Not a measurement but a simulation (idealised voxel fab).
Herein follows the process module entitled voxel ribs on slabs.
The cross-section shown here is cut; it is 190 nm wide and divided into square cells measuring 5 nm on a side.
When this document writes out a cross-section, it uses a grid of square cells and lists it as bands, beginning at the top and moving down, with a band standing for one or more rows of cells. Top height, bottom height, nm. Materials left to right, width each, nm. Single material + "edge to edge" = fills band edge to edge. "empty" = empty. Basically, 0 is our baseline, since under it the wafer straight out of the box is all one material. The bottom band has no lower end and keeps on going down, so it looks like "0 nm and below". Note: "30 to 40" means the width goes from the first number (top row of the band) to the second number (bottom row) in equal steps per row of cells. Given "remained the same" for a step, no cell of the cross-section differs between before and after that step. The list in "Listed closed voids" covers empty spaces of 8 cells or more that cannot reach the top through any open way, and it gives each as width x height at distance; the distance is from the left edge, and width, height and distance are in nm. That trailing text on a step's line, after the settings, is the simulator's own remark on the step. A step line may carry the setting "overlay nm", which, for steps involving a mask, states the distance by which the mask lay to the right of its intended position; negative values denote displacement to the left.
# Steps in the process plan
1,RECEIVE, material Si
2,DIRECTIONAL_DEP, material SiO2, thk nm 25
3,DIRECTIONAL_DEP, material polySi, thk nm 25
4,DIRECTIONAL_DEP, material aC, thk nm 15
5,PATTERN, tone cover, mask id RIB, material resist, width nm 30, thk nm 35, overlay nm 0
6,DIRECTIONAL_ETCH, etch materials aC, depth nm 15
7,STRIP, etch materials resist
8,DIRECTIONAL_ETCH, etch materials polySi, depth nm 10
9,STRIP, etch materials aC
10,MASKED_ETCH, tone cover, mask id SLAB, width nm 90, etch materials polySi, depth nm 15, overlay nm 0
11,FILL_DEP, material SiO2, thk nm 20
12,CMP, height nm 65
13,DIRECTIONAL_DEP, material W, thk nm 5
14,PATTERN, tone cover, mask id HEATER, material resist, width nm 40, thk nm 15, overlay nm 0
15,DIRECTIONAL_ETCH, etch materials W, depth nm 5
16,STRIP, etch materials resist
17,CONFORMAL_DEP, material SiO2, thk nm 5
# What follows covers the first of two wafers; it ran as planned
# Here's what the wafer looked like in cross-section when it arrived - that's after step 1
> 0 nm and below  Si edge to edge
> Listed closed voids: none
# Step 2 complete: cross-section through the wafer
> 25 nm to 0 nm  SiO2 edge to edge
> For the remainder of the cross-section, below 0, there is no change.
# Step 3 complete: cross-section through the wafer
> 50 nm to 25 nm  polySi edge to edge
> For the remainder of the cross-section, below 25, there is no change.
# Step 4 complete: cross-section through the wafer
> 65 nm to 50 nm  aC edge to edge
> For the remainder of the cross-section, below 50, there is no change.
# Step 5 complete: cross-section through the wafer
> 100 nm to 65 nm  empty: 80, resist: 30, empty: 80
> For the remainder of the cross-section, below 65, there is no change.
# Step 6 complete: cross-section through the wafer
> 85 nm to 65 nm  empty: 80, resist: 30, empty: 80
> 65 nm to 50 nm  empty: 80, aC: 30, empty: 80
> For the remainder of the cross-section, below 50, there is no change.
# Step 7 complete: cross-section through the wafer
> 65 nm to 50 nm  empty: 80, aC: 30, empty: 80
> For the remainder of the cross-section, below 50, there is no change.
# Step 8 complete: cross-section through the wafer
> 65 nm to 50 nm  empty: 80, aC: 30, empty: 80
> 50 nm to 40 nm  empty: 80, polySi: 30, empty: 80
> For the remainder of the cross-section, below 40, there is no change.
# Step 9 complete: cross-section through the wafer
> 50 nm to 40 nm  empty: 80, polySi: 30, empty: 80
> For the remainder of the cross-section, below 40, there is no change.
# Step 10 complete: cross-section through the wafer
> 50 nm to 40 nm  empty: 80, polySi: 30, empty: 80
> 40 nm to 25 nm  empty: 50, polySi: 90, empty: 50
> For the remainder of the cross-section, below 25, there is no change.
# Step 11 complete: cross-section through the wafer
> 70 nm to 50 nm  SiO2 edge to edge
> 50 nm to 40 nm  SiO2: 80, polySi: 30, SiO2: 80
> 40 nm to 25 nm  SiO2: 50, polySi: 90, SiO2: 50
> For the remainder of the cross-section, below 25, there is no change.
# Step 12 complete: cross-section through the wafer
> 65 nm to 50 nm  SiO2 edge to edge
> For the remainder of the cross-section, below 50, there is no change.
# Step 13 complete: cross-section through the wafer
> 70 nm to 65 nm  W edge to edge
> For the remainder of the cross-section, below 65, there is no change.
# Step 14 complete: cross-section through the wafer
> 85 nm to 70 nm  empty: 75, resist: 40, empty: 75
> For the remainder of the cross-section, below 70, there is no change.
# Step 15 complete: cross-section through the wafer
> 85 nm to 70 nm  empty: 75, resist: 40, empty: 75
> 70 nm to 65 nm  empty: 75, W: 40, empty: 75
> For the remainder of the cross-section, below 65, there is no change.
# Step 16 complete: cross-section through the wafer
> 70 nm to 65 nm  empty: 75, W: 40, empty: 75
> For the remainder of the cross-section, below 65, there is no change.
# Step 17 complete: cross-section through the wafer
> 75 nm to 70 nm  empty: 70, SiO2: 50, empty: 70
> 70 nm to 65 nm  SiO2: 75, W: 40, SiO2: 75
> For the remainder of the cross-section, below 65, there is no change.
# Wafer two of two - same starting point, same process plan, one mistake in execution; matches wafer one up to and including step 9
# Look at the second wafer in cross-section at the time step 10 ought to have finished
> 50 nm to 40 nm  empty: 80, polySi: 30, empty: 80
> 40 nm to 25 nm  empty: 45, polySi: 100, empty: 45
> For the remainder of the cross-section, below 25, there is no change.
# Look at the second wafer in cross-section at the time step 11 ought to have finished
> 70 nm to 50 nm  SiO2 edge to edge
> 50 nm to 40 nm  SiO2: 80, polySi: 30, SiO2: 80
> 40 nm to 25 nm  SiO2: 45, polySi: 100, SiO2: 45
> For the remainder of the cross-section, below 25, there is no change.
# Look at the second wafer in cross-section at the time step 12 ought to have finished
> 65 nm to 50 nm  SiO2 edge to edge
> For the remainder of the cross-section, below 50, there is no change.
# Look at the second wafer in cross-section at the time step 13 ought to have finished
> 70 nm to 65 nm  W edge to edge
> For the remainder of the cross-section, below 65, there is no change.
# Look at the second wafer in cross-section at the time step 14 ought to have finished
> 85 nm to 70 nm  empty: 75, resist: 40, empty: 75
> For the remainder of the cross-section, below 70, there is no change.
# Look at the second wafer in cross-section at the time step 15 ought to have finished
> 85 nm to 70 nm  empty: 75, resist: 40, empty: 75
> 70 nm to 65 nm  empty: 75, W: 40, empty: 75
> For the remainder of the cross-section, below 65, there is no change.
# Look at the second wafer in cross-section at the time step 16 ought to have finished
> 70 nm to 65 nm  empty: 75, W: 40, empty: 75
> For the remainder of the cross-section, below 65, there is no change.
# Look at the second wafer in cross-section at the time step 17 ought to have finished
> 75 nm to 70 nm  empty: 70, SiO2: 50, empty: 70
> 70 nm to 65 nm  SiO2: 75, W: 40, SiO2: 75
> For the remainder of the cross-section, below 65, there is no change.
Plan not followed: for step 10, the planned setting was not used; the step was instead run as MASKED_ETCH, tone cover, mask id SLAB, width nm 100, etch materials polySi, depth nm 15, overlay nm 0
Looking at both finished wafers in cells, the second ends up ahead of or behind the first on some materials: 6 fewer of SiO2 | 6 more of polySi
